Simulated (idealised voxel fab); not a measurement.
Module name: voxel double patterning (process module)
Each square cell in cross-section cut measures 5 nm, and the section as a whole is 265 nm wide.
How to read a cross-section here: the picture is a grid of square cells, written as bands going from the top down, and any band can span one or more rows of cells.
Within each band entry, the heights of the top and of the bottom of the band appear first, in that order and in nm; the materials of the band then follow from left to right, each with its corresponding width in nm. The designation "edge to edge" on a single material indicates that it fills the band from edge to edge; the designation "empty" indicates empty space.
Height 0 is the level under which the wafer as received is all one material. The lowest band goes on downwards, as in "0 -> down".
Width "30..40": first value at the band's top row of cells, second value at its bottom row, equal change from row to row.
"stayed the same", as given for a step, is the statement that not any cell of the cross-section underwent a change during that step.
For the entry "Closed empty spaces", the listed items are empty spaces with no open way to the top whose size is 8 cells or more; each item follows the pattern width x height at distance, where distance is from the left edge and all three are in nm.
It should be noted that, on the line of a given step, the content following the step's settings is a remark produced by the simulator itself with respect to that step.
"overlay nm" on a masked step: distance the mask lay right of its planned place, negative for left.

# Listed below are the process steps as planned
1) RECEIVE, material Si
2) CONFORMAL_DEP, material SiO2, thk nm 10
3) DIRECTIONAL_DEP, material W, thk nm 15
4) DIRECTIONAL_DEP, material SiCN, thk nm 10
5) MASKED_ETCH, tone open, mask id FIRST, width nm 15, pitch nm 50, etch materials SiCN, depth nm 10, overlay nm 0
6) PATTERN, tone open, mask id SECOND, material resist, width nm 15, thk nm 15, overlay nm 0
7) DIRECTIONAL_ETCH, etch materials SiCN, depth nm 10
8) STRIP, etch materials resist
9) DIRECTIONAL_ETCH, etch materials W, depth nm 15
10) STRIP, etch materials SiCN

# Below: the first of two wafers, run as planned

# This is the cross-section of the wafer as we received it, i.e. after step 1
    0 -> down: Si edge to edge
    Closed empty spaces: none

# So this is the wafer cross-section right after step 2
    10 -> 0: SiO2 edge to edge
    Anything lower than 0 is untouched.

# So this is the wafer cross-section right after step 3
    25 -> 10: W edge to edge
    Anything lower than 10 is untouched.

# So this is the wafer cross-section right after step 4
    35 -> 25: SiCN edge to edge
    Anything lower than 25 is untouched.

# So this is the wafer cross-section right after step 5
    35 -> 25: SiCN 100, then empty 15, then SiCN 35, then empty 15, then SiCN 100
    Anything lower than 25 is untouched.

# So this is the wafer cross-section right after step 6
    50 -> 35: resist 125, then empty 15, then resist 125
    35 -> 25: SiCN 100, then resist 15, then SiCN 35, then resist 15, then SiCN 100
    Anything lower than 25 is untouched.

# So this is the wafer cross-section right after step 7
    50 -> 35: resist 125, then empty 15, then resist 125
    35 -> 25: SiCN 100, then resist 15, then SiCN 10, then empty 15, then SiCN 10, then resist 15, then SiCN 100
    Anything lower than 25 is untouched.

# So this is the wafer cross-section right after step 8
    35 -> 25: SiCN 100, then empty 15, then SiCN 10, then empty 15, then SiCN 10, then empty 15, then SiCN 100
    Anything lower than 25 is untouched.

# So this is the wafer cross-section right after step 9
    35 -> 25: SiCN 100, then empty 15, then SiCN 10, then empty 15, then SiCN 10, then empty 15, then SiCN 100
    25 -> 10: W 100, then empty 15, then W 10, then empty 15, then W 10, then empty 15, then W 100
    Anything lower than 10 is untouched.

# So this is the wafer cross-section right after step 10
    25 -> 10: W 100, then empty 15, then W 10, then empty 15, then W 10, then empty 15, then W 100
    Anything lower than 10 is untouched.

# Wafer two. Identical start, identical plan. One mistake in execution. Identical history through step 1

Cross-section of the second wafer when, according to plan, step 2 should have finished: stayed the same

# Cross-section of the second wafer when, according to plan, step 3 should have finished
    15 -> 0: W edge to edge
    Anything lower than 0 is untouched.

# Cross-section of the second wafer when, according to plan, step 4 should have finished
    25 -> 15: SiCN edge to edge
    Anything lower than 15 is untouched.

# Cross-section of the second wafer when, according to plan, step 5 should have finished
    25 -> 15: SiCN 100, then empty 15, then SiCN 35, then empty 15, then SiCN 100
    Anything lower than 15 is untouched.

# Cross-section of the second wafer when, according to plan, step 6 should have finished
    40 -> 25: resist 125, then empty 15, then resist 125
    25 -> 15: SiCN 100, then resist 15, then SiCN 35, then resist 15, then SiCN 100
    Anything lower than 15 is untouched.

# Cross-section of the second wafer when, according to plan, step 7 should have finished
    40 -> 25: resist 125, then empty 15, then resist 125
    25 -> 15: SiCN 100, then resist 15, then SiCN 10, then empty 15, then SiCN 10, then resist 15, then SiCN 100
    Anything lower than 15 is untouched.

# Cross-section of the second wafer when, according to plan, step 8 should have finished
    25 -> 15: SiCN 100, then empty 15, then SiCN 10, then empty 15, then SiCN 10, then empty 15, then SiCN 100
    Anything lower than 15 is untouched.

# Cross-section of the second wafer when, according to plan, step 9 should have finished
    25 -> 15: SiCN 100, then empty 15, then SiCN 10, then empty 15, then SiCN 10, then empty 15, then SiCN 100
    15 -> 0: W 100, then empty 15, then W 10, then empty 15, then W 10, then empty 15, then W 100
    Anything lower than 0 is untouched.

# Cross-section of the second wafer when, according to plan, step 10 should have finished
    15 -> 0: W 100, then empty 15, then W 10, then empty 15, then W 10, then empty 15, then W 100
    Anything lower than 0 is untouched.
What was the processing mistake? step 2 of the plan got skipped, so it never ran
Wrapping up, a cell-based count of both wafers puts the second over or under the first for these materials: -106 SiO2
